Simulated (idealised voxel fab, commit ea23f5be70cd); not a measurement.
Module name: voxel ribs on slabs (process module)
The cross-section on display is named cut; it measures 165 nm wide, and its cells are 5 nm squares.
The cross-sections in this document take the form of a grid made of square cells. They are written out as bands, in order from top to bottom. Each band consists of one or more rows of cells.
The band entry comprises the height of the band's top followed by the height of its bottom, expressed in nm, and subsequently the band's materials from left to right, each stated together with its width in nm. Where a single material is marked with the word "throughout", that material fills the band from edge to edge. The word "blank" represents empty space.
Note: height 0 marks the level under which the wafer is uniformly one material as received. Lowest band unbounded below, written "0 nm and below".
Quick explanation for "30 to 40": the width changes in equal steps down the rows of cells, from the first number in the band's top row to the second number in its bottom row.
Take "no alteration" at face value: in the step it is given for, the cross-section changed in none of its cells.
"Catalogued sealed voids" lists enclosed empty spaces (at least 8 cells, no open path upward to the top), each as width x height at distance from the left edge, in nm.
Post-settings text on a step line: simulator's own remark regarding the step.
Each step line may optionally specify "overlay nm", which for a step with a mask gives the rightward distance between the mask's planned place and where it lay, a negative value indicating the leftward direction.
# The steps planned for the process are as follows
1. op RECEIVE | material Si
2. op DIRECTIONAL_DEP | material SiO2 | thk nm 20
3. op DIRECTIONAL_DEP | material SiN | thk nm 15
4. op PATTERN | tone cover | mask id RIB | material resist | width nm 15 | thk nm 20 | overlay nm 0
5. op DIRECTIONAL_ETCH | etch materials SiN | depth nm 5
6. op STRIP | etch materials resist
7. op MASKED_ETCH | tone cover | mask id SLAB | width nm 55 | etch materials SiN | depth nm 10 | overlay nm 0
8. op FILL_DEP | material SiO2 | thk nm 25
9. op CMP | height nm 55
10. op DIRECTIONAL_DEP | material TiN | thk nm 10
11. op DIRECTIONAL_DEP | material aC | thk nm 10
12. op PATTERN | tone cover | mask id HEATER | material resist | width nm 25 | thk nm 30 | overlay nm 0
13. op DIRECTIONAL_ETCH | etch materials aC | depth nm 10
14. op STRIP | etch materials resist
15. op DIRECTIONAL_ETCH | etch materials TiN | depth nm 10
16. op STRIP | etch materials aC
17. op CONFORMAL_DEP | material SiO2 | thk nm 10
# Cross-section of the wafer at receipt, which is the condition after step 1
	0 nm and below: Si throughout
	Catalogued sealed voids: none
# As-planned run: cross-section of the first of two wafers at end of module
	75 nm to 65 nm: 60 blank  45 SiO2  60 blank
	65 nm to 55 nm: 70 SiO2  25 TiN  70 SiO2
	55 nm to 35 nm: SiO2 throughout
	35 nm to 30 nm: 75 SiO2  15 SiN  75 SiO2
	30 nm to 20 nm: 55 SiO2  55 SiN  55 SiO2
	20 nm to 0 nm: SiO2 throughout
	0 nm and below: Si throughout
	Catalogued sealed voids: none
# Second wafer through the module, sectioned at the end: same beginning and same plan as the first wafer, with one mistake in carrying it out
	75 nm to 65 nm: 60 blank  45 SiO2  60 blank
	65 nm to 55 nm: 70 SiO2  25 TiN  70 SiO2
	55 nm to 35 nm: SiO2 throughout
	35 nm to 30 nm: 55 SiO2  20 SiN  15 SiO2  20 SiN  55 SiO2
	30 nm to 25 nm: 55 SiO2  55 SiN  55 SiO2
	25 nm to 20 nm: SiN throughout
	20 nm to 0 nm: SiO2 throughout
	0 nm and below: Si throughout
	Catalogued sealed voids: none
what went wrong: rather than as planned, step 4 actually ran as op PATTERN | tone open | mask id RIB | material resist | width nm 15 | thk nm 20 | overlay nm 0
Final cells, second wafer relative to first, materials higher or lower: 27 more of SiN | 27 fewer of SiO2
